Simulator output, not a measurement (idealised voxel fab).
Module name: voxel gate over fins (process module)
Pictured: cross-section cut, 285 nm wide, on a grid of 5 nm square cells.
Cross-section format: a grid of square cells, given as bands from top to bottom; each band is one or more rows of cells. Read a band's entry like this: the first values are the height of its top and the height of its bottom in nm, and what follows is the sequence of materials from left to right, each with its width in nm. Note that "blank" is empty space, and that a single material marked "throughout" reaches across the band from edge to edge. Basically, 0 is our baseline, since under it the wafer straight out of the box is all one material. The bottom band has no lower end and keeps on going down, so it looks like "from 0 down". A two-number width, for instance "30 to 40", indicates that the width is equal to the first number in the top row of the band and to the second number in the bottom row, and that it changes by a constant amount per row of cells. Step marked "nothing different"? Then no cell in the cross-section changed in it. The list in "Cavities, closed" covers empty spaces of 8 cells or more that cannot reach the top through any open way, and it gives each as width x height at distance; the distance is from the left edge, and width, height and distance are in nm. Formally, on a step line, whatever follows the settings is a remark that the simulator itself makes on the step. "overlay nm" denotes, for a step that has a mask, the displacement of the mask to the right of its planned place, with negative values corresponding to the left.
**Process steps - plan**
1,RECEIVE (material Si)
2,CONFORMAL_DEP (material SiN; thk nm 10)
3,MASKED_ETCH (tone cover; mask id FINS; width nm 15; pitch nm 40; etch materials SiN; depth nm 10; overlay nm 0)
4,MASKED_ETCH (tone cover; mask id FINS; width nm 15; pitch nm 40; etch materials Si; depth nm 40; overlay nm 0)
5,OXIDIZE (depth nm 5)
6,FILL_DEP (material SiO2; thk nm 10)
7,CMP (height nm 10)
8,SELECTIVE_ETCH (etch materials SiO2; depth nm 25)
9,STRIP (etch materials SiN)
10,CONFORMAL_DEP (material HfO2; thk nm 5)
11,CONFORMAL_DEP (material TiN; thk nm 5)
12,FILL_DEP (material W; thk nm 15)
13,CMP (height nm 20)
14,CONFORMAL_DEP (material SiN; thk nm 5)
**As-received state of the wafer in cross-section, equivalent to post-step 1**
- from 0 down: Si throughout
- Cavities, closed: none
**One mistake in running the module, otherwise start and plan as above: cross-section at the end**
- from 25 to 20: SiN throughout
- from 20 to 10: W throughout
- from 10 to 5: W 70 nm, HfO2 25 nm, W 15 nm, HfO2 25 nm, W 15 nm, HfO2 25 nm, W 15 nm, HfO2 25 nm, W 70 nm
- from 5 to 0: W 70 nm, HfO2 5 nm, TiN 15 nm, HfO2 5 nm, W 15 nm, HfO2 5 nm, TiN 15 nm, HfO2 5 nm, W 15 nm, HfO2 5 nm, TiN 15 nm, HfO2 5 nm, W 15 nm, HfO2 5 nm, TiN 15 nm, HfO2 5 nm, W 70 nm
- from 0 to -5: W 70 nm, HfO2 5 nm, TiN 5 nm, Si 5 nm, TiN 5 nm, HfO2 5 nm, W 15 nm, HfO2 5 nm, TiN 5 nm, Si 5 nm, TiN 5 nm, HfO2 5 nm, W 15 nm, HfO2 5 nm, TiN 5 nm, Si 5 nm, TiN 5 nm, HfO2 5 nm, W 15 nm, HfO2 5 nm, TiN 5 nm, Si 5 nm, TiN 5 nm, HfO2 5 nm, W 70 nm
- from -5 to -10: HfO2 75 nm, TiN 5 nm, Si 5 nm, TiN 5 nm, HfO2 25 nm, TiN 5 nm, Si 5 nm, TiN 5 nm, HfO2 25 nm, TiN 5 nm, Si 5 nm, TiN 5 nm, HfO2 25 nm, TiN 5 nm, Si 5 nm, TiN 5 nm, HfO2 75 nm
- from -10 to -15: TiN 80 nm, Si 5 nm, TiN 35 nm, Si 5 nm, TiN 35 nm, Si 5 nm, TiN 35 nm, Si 5 nm, TiN 80 nm
- from -15 to -45: SiO2 80 nm, Si 5 nm, SiO2 35 nm, Si 5 nm, SiO2 35 nm, Si 5 nm, SiO2 35 nm, Si 5 nm, SiO2 80 nm
- from -45 down: Si throughout
- Cavities, closed: none
Finding, execution versus plan: note: step 10 <-> step 11, run order reversed vs plan
